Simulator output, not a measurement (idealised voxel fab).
Documented hereafter: the process module known as voxel self aligned vias.
Displayed cross-section: cut, width of 285 nm, square cells sized 5 nm.
Cross-section format: a grid of square cells, given as bands from top to bottom; each band is one or more rows of cells.
In this notation a band is specified by the heights of its top and bottom, in that order and in nm, after which its materials appear from left to right, each paired with its width in nm. The word "all across" attached to a single material means that material fills the band from edge to edge; the word "empty" stands for empty space.
Heights are expressed relative to 0, this being the level below which the as-received wafer comprises one material exclusively. The lowest band is unbounded in the downward direction and is denoted as in "0 -> down".
Top row gets the first number, bottom row gets the second, and each row in between changes by the same step: that is how a band width like "30 to 40" works.
"no modifications" after a step means that no cell of the cross-section changed.
Closed empty spaces (no open way to the top) of 8 cells or more are what "Closed void listing" lists, each as width x height at distance from the left edge, nm for all three.
Formally, on a step line, whatever follows the settings is a remark that the simulator itself makes on the step.
overlay nm: mask right of planned place by this much (step with mask). Neg. = left.
The steps planned for the process are as follows
1) RECEIVE, material Si
2) CONFORMAL_DEP, material SiO2, thk nm 10
3) CONFORMAL_DEP, material SiCN, thk nm 5
4) DIRECTIONAL_DEP, material lowk, thk nm 25
5) PATTERN, tone open, mask id LINES, material resist, width nm 25, pitch nm 70, thk nm 15, overlay nm 0
6) DIRECTIONAL_ETCH, etch materials lowk, depth nm 25
7) STRIP, etch materials resist
8) CONFORMAL_DEP, material TiN, thk nm 5
9) FILL_DEP, material Ru, thk nm 10
10) CMP, height nm 40
11) SELECTIVE_ETCH, etch materials W Ru TiN, depth nm 5
12) FILL_DEP, material SiN, thk nm 10
13) CMP, height nm 40
14) DIRECTIONAL_DEP, material lowk, thk nm 20
15) DIRECTIONAL_DEP, material aC, thk nm 15
16) PATTERN, tone open, mask id VIAS, material resist, width nm 45, pitch nm 70, thk nm 30, overlay nm 0
17) DIRECTIONAL_ETCH, etch materials aC, depth nm 15
18) STRIP, etch materials resist
19) DIRECTIONAL_ETCH, etch materials lowk, depth nm 20
20) DIRECTIONAL_ETCH, etch materials SiN, depth nm 5
21) STRIP, etch materials aC
22) CONFORMAL_DEP, material TiN, thk nm 5
23) FILL_DEP, material Cu, thk nm 10
24) CMP, height nm 60
25) CONFORMAL_DEP, material SiCN, thk nm 5
Delivered wafer in cross-section: state after step 1
> 0 -> down = Si all across
> Closed void listing: none
Here's the cross-section of the first of our two wafers at the end of the module - it ran as planned
> 65 -> 60 = SiCN all across
> 60 -> 45 = lowk=85  TiN=5  Cu=35  TiN=5  lowk=25  TiN=5  Cu=35  TiN=5  lowk=85
> 45 -> 40 = lowk=85  TiN=15  Cu=15  TiN=15  lowk=25  TiN=15  Cu=15  TiN=15  lowk=85
> 40 -> 35 = lowk=95  TiN=25  lowk=45  TiN=25  lowk=95
> 35 -> 20 = lowk=95  TiN=5  Ru=15  TiN=5  lowk=45  TiN=5  Ru=15  TiN=5  lowk=95
> 20 -> 15 = lowk=95  TiN=25  lowk=45  TiN=25  lowk=95
> 15 -> 10 = SiCN all across
> 10 -> 0 = SiO2 all across
> 0 -> down = Si all across
> Closed void listing: none
Here's the second of our two wafers sectioned at module end. Same start as the first, same plan, but one mistake got made running it
> 65 -> 60 = SiCN all across
> 60 -> 40 = lowk=85  TiN=5  Cu=35  TiN=5  lowk=25  TiN=5  Cu=35  TiN=5  lowk=85
> 40 -> 35 = SiN=85  TiN=45  SiN=25  TiN=45  SiN=85
> 35 -> 15 = lowk=95  TiN=5  Ru=15  TiN=5  lowk=45  TiN=5  Ru=15  TiN=5  lowk=95
> 15 -> 10 = lowk=95  TiN=25  lowk=45  TiN=25  lowk=95
> 10 -> 0 = SiO2 all across
> 0 -> down = Si all across
> Closed void listing: none
Here's what went sideways: plan step 3 skipped
Final wafer comparison in cells, second versus first, more or fewer per material: Cu +8, Ru +6, SiCN -57, SiN +39, TiN +4
